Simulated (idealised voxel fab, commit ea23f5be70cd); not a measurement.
voxel gate over fins: a process module
For reference, the cross-section in this document is cut, with width 300 nm and square cells of 5 nm.
In what follows, cross-sections appear as grids of square cells, described through bands that run from the top down, where every band is one or more rows of cells. Heights first: top, then bottom, in nm. Then materials, left to right, each with a width in nm. "everywhere" on a single material: fills the band edge to edge. "blank": empty space. Height is counted from the level 0, under which the received wafer is composed throughout of one material. The lowest of the bands is not closed at the bottom but continues downward, in the notation "top 0, no bottom". Read "30..40" as a graded width: first number on top, second number at the bottom, same change between each pair of neighbouring rows. The designation "left unchanged", where it is given for a processing step, indicates that no cell of the cross-section was altered in the course of that step. The entry titled "Enclosed empty spaces" provides the empty spaces that have no open way to the top, restricted to those of 8 cells or more. Each is presented as width x height at distance, the distance being measured from the left edge, with all three in nm. If you see something after the settings on a step's line, that's the simulator's own remark about that step. The line of a step may include "overlay nm". On a step with a mask, this value is how far to the right of its planned place the mask lay. A negative value means the mask lay to the left.

THE FOLLOWING LIST GIVES THE PLANNED PROCESS STEPS
step 1: RECEIVE [material Si]
step 2: CONFORMAL_DEP [material SiN] [thk nm 10]
step 3: DIRECTIONAL_DEP [material aC] [thk nm 15]
step 4: PATTERN [tone cover] [mask id FINS] [material resist] [width nm 15] [pitch nm 40] [thk nm 35] [overlay nm 0]
step 5: DIRECTIONAL_ETCH [etch materials aC] [depth nm 15]
step 6: STRIP [etch materials resist]
step 7: DIRECTIONAL_ETCH [etch materials SiN] [depth nm 10]
step 8: DIRECTIONAL_ETCH [etch materials Si] [depth nm 30]
step 9: STRIP [etch materials aC]
step 10: OXIDIZE [depth nm 5]
step 11: FILL_DEP [material SiO2] [thk nm 5]
step 12: CMP [height nm 10]
step 13: SELECTIVE_ETCH [etch materials SiO2] [depth nm 25]
step 14: STRIP [etch materials SiN]
step 15: CONFORMAL_DEP [material HfO2] [thk nm 5]
step 16: CONFORMAL_DEP [material TiN] [thk nm 5]
step 17: FILL_DEP [material W] [thk nm 15]
step 18: CMP [height nm 20]
step 19: CONFORMAL_DEP [material SiCN] [thk nm 10]

THE FIRST WAFER OF TWO, PROCESSED AS PLANNED

HERE'S WHAT THE WAFER LOOKED LIKE IN CROSS-SECTION WHEN IT ARRIVED - THAT'S AFTER STEP 1
	top 0, no bottom = Si everywhere
	Enclosed empty spaces: none

UPON COMPLETION OF STEP 2, THE WAFER APPEARS IN CROSS-SECTION AS SHOWN
	top 10, bottom 0 = SiN everywhere
	Under 0: no change, same as before.

UPON COMPLETION OF STEP 3, THE WAFER APPEARS IN CROSS-SECTION AS SHOWN
	top 25, bottom 10 = aC everywhere
	Under 10: no change, same as before.

UPON COMPLETION OF STEP 4, THE WAFER APPEARS IN CROSS-SECTION AS SHOWN
	top 60, bottom 25 = blank (100) / resist (15) / blank (25) / resist (15) / blank (25) / resist (15) / blank (105)
	Under 25: no change, same as before.

UPON COMPLETION OF STEP 5, THE WAFER APPEARS IN CROSS-SECTION AS SHOWN
	top 45, bottom 25 = blank (100) / resist (15) / blank (25) / resist (15) / blank (25) / resist (15) / blank (105)
	top 25, bottom 10 = blank (100) / aC (15) / blank (25) / aC (15) / blank (25) / aC (15) / blank (105)
	Under 10: no change, same as before.

UPON COMPLETION OF STEP 6, THE WAFER APPEARS IN CROSS-SECTION AS SHOWN
	top 25, bottom 10 = blank (100) / aC (15) / blank (25) / aC (15) / blank (25) / aC (15) / blank (105)
	Under 10: no change, same as before.

UPON COMPLETION OF STEP 7, THE WAFER APPEARS IN CROSS-SECTION AS SHOWN
	top 25, bottom 10 = blank (100) / aC (15) / blank (25) / aC (15) / blank (25) / aC (15) / blank (105)
	top 10, bottom 0 = blank (100) / SiN (15) / blank (25) / SiN (15) / blank (25) / SiN (15) / blank (105)
	Under 0: no change, same as before.

UPON COMPLETION OF STEP 8, THE WAFER APPEARS IN CROSS-SECTION AS SHOWN
	top 25, bottom 10 = blank (100) / aC (15) / blank (25) / aC (15) / blank (25) / aC (15) / blank (105)
	top 10, bottom 0 = blank (100) / SiN (15) / blank (25) / SiN (15) / blank (25) / SiN (15) / blank (105)
	top 0, bottom -30 = blank (100) / Si (15) / blank (25) / Si (15) / blank (25) / Si (15) / blank (105)
	Under -30: no change, same as before.

UPON COMPLETION OF STEP 9, THE WAFER APPEARS IN CROSS-SECTION AS SHOWN
	top 10, bottom 0 = blank (100) / SiN (15) / blank (25) / SiN (15) / blank (25) / SiN (15) / blank (105)
	Under 0: no change, same as before.

UPON COMPLETION OF STEP 10, THE WAFER APPEARS IN CROSS-SECTION AS SHOWN
	top 10, bottom 0 = blank (100) / SiN (15) / blank (25) / SiN (15) / blank (25) / SiN (15) / blank (105)
	top 0, bottom -30 = blank (100) / SiO2 (5) / Si (5) / SiO2 (5) / blank (25) / SiO2 (5) / Si (5) / SiO2 (5) / blank (25) / SiO2 (5) / Si (5) / SiO2 (5) / blank (105)
	top -30, bottom -35 = SiO2 (105) / Si (5) / SiO2 (35) / Si (5) / SiO2 (35) / Si (5) / SiO2 (110)
	Under -35: no change, same as before.

UPON COMPLETION OF STEP 11, THE WAFER APPEARS IN CROSS-SECTION AS SHOWN
	top 15, bottom 10 = SiO2 everywhere
	top 10, bottom 0 = SiO2 (100) / SiN (15) / SiO2 (25) / SiN (15) / SiO2 (25) / SiN (15) / SiO2 (105)
	top 0, bottom -35 = SiO2 (105) / Si (5) / SiO2 (35) / Si (5) / SiO2 (35) / Si (5) / SiO2 (110)
	Under -35: no change, same as before.

UPON COMPLETION OF STEP 12, THE WAFER APPEARS IN CROSS-SECTION AS SHOWN
	top 10, bottom 0 = SiO2 (100) / SiN (15) / SiO2 (25) / SiN (15) / SiO2 (25) / SiN (15) / SiO2 (105)
	Under 0: no change, same as before.

UPON COMPLETION OF STEP 13, THE WAFER APPEARS IN CROSS-SECTION AS SHOWN
	top 10, bottom 0 = blank (100) / SiN (15) / blank (25) / SiN (15) / blank (25) / SiN (15) / blank (105)
	top 0, bottom -15 = blank (105) / Si (5) / blank (35) / Si (5) / blank (35) / Si (5) / blank (110)
	Under -15: no change, same as before.

UPON COMPLETION OF STEP 14, THE WAFER APPEARS IN CROSS-SECTION AS SHOWN
	top 0, bottom -15 = blank (105) / Si (5) / blank (35) / Si (5) / blank (35) / Si (5) / blank (110)
	Under -15: no change, same as before.

UPON COMPLETION OF STEP 15, THE WAFER APPEARS IN CROSS-SECTION AS SHOWN
	top 5, bottom 0 = blank (100) / HfO2 (15) / blank (25) / HfO2 (15) / blank (25) / HfO2 (15) / blank (105)
	top 0, bottom -10 = blank (100) / HfO2 (5) / Si (5) / HfO2 (5) / blank (25) / HfO2 (5) / Si (5) / HfO2 (5) / blank (25) / HfO2 (5) / Si (5) / HfO2 (5) / blank (105)
	top -10, bottom -15 = HfO2 (105) / Si (5) / HfO2 (35) / Si (5) / HfO2 (35) / Si (5) / HfO2 (110)
	Under -15: no change, same as before.

UPON COMPLETION OF STEP 16, THE WAFER APPEARS IN CROSS-SECTION AS SHOWN
	top 10, bottom 5 = blank (95) / TiN (25) / blank (15) / TiN (25) / blank (15) / TiN (25) / blank (100)
	top 5, bottom 0 = blank (95) / TiN (5) / HfO2 (15) / TiN (5) / blank (15) / TiN (5) / HfO2 (15) / TiN (5) / blank (15) / TiN (5) / HfO2 (15) / TiN (5) / blank (100)
	top 0, bottom -5 = blank (95) / TiN (5) / HfO2 (5) / Si (5) / HfO2 (5) / TiN (5) / blank (15) / TiN (5) / HfO2 (5) / Si (5) / HfO2 (5) / TiN (5) / blank (15) / TiN (5) / HfO2 (5) / Si (5) / HfO2 (5) / TiN (5) / blank (100)
	top -5, bottom -10 = TiN (100) / HfO2 (5) / Si (5) / HfO2 (5) / TiN (25) / HfO2 (5) / Si (5) / HfO2 (5) / TiN (25) / HfO2 (5) / Si (5) / HfO2 (5) / TiN (105)
	Under -10: no change, same as before.

UPON COMPLETION OF STEP 17, THE WAFER APPEARS IN CROSS-SECTION AS SHOWN
	top 25, bottom 10 = W everywhere
	top 10, bottom 5 = W (95) / TiN (25) / W (15) / TiN (25) / W (15) / TiN (25) / W (100)
	top 5, bottom 0 = W (95) / TiN (5) / HfO2 (15) / TiN (5) / W (15) / TiN (5) / HfO2 (15) / TiN (5) / W (15) / TiN (5) / HfO2 (15) / TiN (5) / W (100)
	top 0, bottom -5 = W (95) / TiN (5) / HfO2 (5) / Si (5) / HfO2 (5) / TiN (5) / W (15) / TiN (5) / HfO2 (5) / Si (5) / HfO2 (5) / TiN (5) / W (15) / TiN (5) / HfO2 (5) / Si (5) / HfO2 (5) / TiN (5) / W (100)
	Under -5: no change, same as before.

UPON COMPLETION OF STEP 18, THE WAFER APPEARS IN CROSS-SECTION AS SHOWN
	top 20, bottom 10 = W everywhere
	Under 10: no change, same as before.

UPON COMPLETION OF STEP 19, THE WAFER APPEARS IN CROSS-SECTION AS SHOWN
	top 30, bottom 20 = SiCN everywhere
	Under 20: no change, same as before.

OKAY, SECOND WAFER. NOTHING DIFFERENT AT THE START, NOTHING DIFFERENT IN THE PLAN, JUST ONE MISTAKE SOMEWHERE IN THE RUNNING. AS FAR AS STEP 3, COUNTING THAT STEP, IT'S THE FIRST WAFER ALL OVER AGAIN

CROSS-SECTIONAL REPRESENTATION OF THE SECOND WAFER AT THE TIME DESIGNATED IN THE PLAN FOR THE COMPLETION OF STEP 4
	top 60, bottom 25 = blank (110) / resist (15) / blank (25) / resist (15) / blank (25) / resist (15) / blank (95)
	Under 25: no change, same as before.

CROSS-SECTIONAL REPRESENTATION OF THE SECOND WAFER AT THE TIME DESIGNATED IN THE PLAN FOR THE COMPLETION OF STEP 5
	top 45, bottom 25 = blank (110) / resist (15) / blank (25) / resist (15) / blank (25) / resist (15) / blank (95)
	top 25, bottom 10 = blank (110) / aC (15) / blank (25) / aC (15) / blank (25) / aC (15) / blank (95)
	Under 10: no change, same as before.

CROSS-SECTIONAL REPRESENTATION OF THE SECOND WAFER AT THE TIME DESIGNATED IN THE PLAN FOR THE COMPLETION OF STEP 6
	top 25, bottom 10 = blank (110) / aC (15) / blank (25) / aC (15) / blank (25) / aC (15) / blank (95)
	Under 10: no change, same as before.

CROSS-SECTIONAL REPRESENTATION OF THE SECOND WAFER AT THE TIME DESIGNATED IN THE PLAN FOR THE COMPLETION OF STEP 7
	top 25, bottom 10 = blank (110) / aC (15) / blank (25) / aC (15) / blank (25) / aC (15) / blank (95)
	top 10, bottom 0 = blank (110) / SiN (15) / blank (25) / SiN (15) / blank (25) / SiN (15) / blank (95)
	Under 0: no change, same as before.

CROSS-SECTIONAL REPRESENTATION OF THE SECOND WAFER AT THE TIME DESIGNATED IN THE PLAN FOR THE COMPLETION OF STEP 8
	top 25, bottom 10 = blank (110) / aC (15) / blank (25) / aC (15) / blank (25) / aC (15) / blank (95)
	top 10, bottom 0 = blank (110) / SiN (15) / blank (25) / SiN (15) / blank (25) / SiN (15) / blank (95)
	top 0, bottom -30 = blank (110) / Si (15) / blank (25) / Si (15) / blank (25) / Si (15) / blank (95)
	Under -30: no change, same as before.

CROSS-SECTIONAL REPRESENTATION OF THE SECOND WAFER AT THE TIME DESIGNATED IN THE PLAN FOR THE COMPLETION OF STEP 9
	top 10, bottom 0 = blank (110) / SiN (15) / blank (25) / SiN (15) / blank (25) / SiN (15) / blank (95)
	Under 0: no change, same as before.

CROSS-SECTIONAL REPRESENTATION OF THE SECOND WAFER AT THE TIME DESIGNATED IN THE PLAN FOR THE COMPLETION OF STEP 10
	top 10, bottom 0 = blank (110) / SiN (15) / blank (25) / SiN (15) / blank (25) / SiN (15) / blank (95)
	top 0, bottom -30 = blank (110) / SiO2 (5) / Si (5) / SiO2 (5) / blank (25) / SiO2 (5) / Si (5) / SiO2 (5) / blank (25) / SiO2 (5) / Si (5) / SiO2 (5) / blank (95)
	top -30, bottom -35 = SiO2 (115) / Si (5) / SiO2 (35) / Si (5) / SiO2 (35) / Si (5) / SiO2 (100)
	Under -35: no change, same as before.

CROSS-SECTIONAL REPRESENTATION OF THE SECOND WAFER AT THE TIME DESIGNATED IN THE PLAN FOR THE COMPLETION OF STEP 11
	top 15, bottom 10 = SiO2 everywhere
	top 10, bottom 0 = SiO2 (110) / SiN (15) / SiO2 (25) / SiN (15) / SiO2 (25) / SiN (15) / SiO2 (95)
	top 0, bottom -35 = SiO2 (115) / Si (5) / SiO2 (35) / Si (5) / SiO2 (35) / Si (5) / SiO2 (100)
	Under -35: no change, same as before.

CROSS-SECTIONAL REPRESENTATION OF THE SECOND WAFER AT THE TIME DESIGNATED IN THE PLAN FOR THE COMPLETION OF STEP 12
	top 10, bottom 0 = SiO2 (110) / SiN (15) / SiO2 (25) / SiN (15) / SiO2 (25) / SiN (15) / SiO2 (95)
	Under 0: no change, same as before.

CROSS-SECTIONAL REPRESENTATION OF THE SECOND WAFER AT THE TIME DESIGNATED IN THE PLAN FOR THE COMPLETION OF STEP 13
	top 10, bottom 0 = blank (110) / SiN (15) / blank (25) / SiN (15) / blank (25) / SiN (15) / blank (95)
	top 0, bottom -15 = blank (115) / Si (5) / blank (35) / Si (5) / blank (35) / Si (5) / blank (100)
	Under -15: no change, same as before.

CROSS-SECTIONAL REPRESENTATION OF THE SECOND WAFER AT THE TIME DESIGNATED IN THE PLAN FOR THE COMPLETION OF STEP 14
	top 0, bottom -15 = blank (115) / Si (5) / blank (35) / Si (5) / blank (35) / Si (5) / blank (100)
	Under -15: no change, same as before.

CROSS-SECTIONAL REPRESENTATION OF THE SECOND WAFER AT THE TIME DESIGNATED IN THE PLAN FOR THE COMPLETION OF STEP 15
	top 5, bottom 0 = blank (110) / HfO2 (15) / blank (25) / HfO2 (15) / blank (25) / HfO2 (15) / blank (95)
	top 0, bottom -10 = blank (110) / HfO2 (5) / Si (5) / HfO2 (5) / blank (25) / HfO2 (5) / Si (5) / HfO2 (5) / blank (25) / HfO2 (5) / Si (5) / HfO2 (5) / blank (95)
	top -10, bottom -15 = HfO2 (115) / Si (5) / HfO2 (35) / Si (5) / HfO2 (35) / Si (5) / HfO2 (100)
	Under -15: no change, same as before.

CROSS-SECTIONAL REPRESENTATION OF THE SECOND WAFER AT THE TIME DESIGNATED IN THE PLAN FOR THE COMPLETION OF STEP 16
	top 10, bottom 5 = blank (105) / TiN (25) / blank (15) / TiN (25) / blank (15) / TiN (25) / blank (90)
	top 5, bottom 0 = blank (105) / TiN (5) / HfO2 (15) / TiN (5) / blank (15) / TiN (5) / HfO2 (15) / TiN (5) / blank (15) / TiN (5) / HfO2 (15) / TiN (5) / blank (90)
	top 0, bottom -5 = blank (105) / TiN (5) / HfO2 (5) / Si (5) / HfO2 (5) / TiN (5) / blank (15) / TiN (5) / HfO2 (5) / Si (5) / HfO2 (5) / TiN (5) / blank (15) / TiN (5) / HfO2 (5) / Si (5) / HfO2 (5) / TiN (5) / blank (90)
	top -5, bottom -10 = TiN (110) / HfO2 (5) / Si (5) / HfO2 (5) / TiN (25) / HfO2 (5) / Si (5) / HfO2 (5) / TiN (25) / HfO2 (5) / Si (5) / HfO2 (5) / TiN (95)
	Under -10: no change, same as before.

CROSS-SECTIONAL REPRESENTATION OF THE SECOND WAFER AT THE TIME DESIGNATED IN THE PLAN FOR THE COMPLETION OF STEP 17
	top 25, bottom 10 = W everywhere
	top 10, bottom 5 = W (105) / TiN (25) / W (15) / TiN (25) / W (15) / TiN (25) / W (90)
	top 5, bottom 0 = W (105) / TiN (5) / HfO2 (15) / TiN (5) / W (15) / TiN (5) / HfO2 (15) / TiN (5) / W (15) / TiN (5) / HfO2 (15) / TiN (5) / W (90)
	top 0, bottom -5 = W (105) / TiN (5) / HfO2 (5) / Si (5) / HfO2 (5) / TiN (5) / W (15) / TiN (5) / HfO2 (5) / Si (5) / HfO2 (5) / TiN (5) / W (15) / TiN (5) / HfO2 (5) / Si (5) / HfO2 (5) / TiN (5) / W (90)
	Under -5: no change, same as before.

CROSS-SECTIONAL REPRESENTATION OF THE SECOND WAFER AT THE TIME DESIGNATED IN THE PLAN FOR THE COMPLETION OF STEP 18
	top 20, bottom 10 = W everywhere
	Under 10: no change, same as before.

CROSS-SECTIONAL REPRESENTATION OF THE SECOND WAFER AT THE TIME DESIGNATED IN THE PLAN FOR THE COMPLETION OF STEP 19
	top 30, bottom 20 = SiCN everywhere
	Under 20: no change, same as before.
Here's what went sideways: step 4 did not use the planned setting and instead ran as PATTERN [tone cover] [mask id FINS] [material resist] [width nm 15] [pitch nm 40] [thk nm 35] [overlay nm 10]
In the final comparison it is observed that the number of cells assigned to each material is identical for the two wafers, whereas their placement is not.
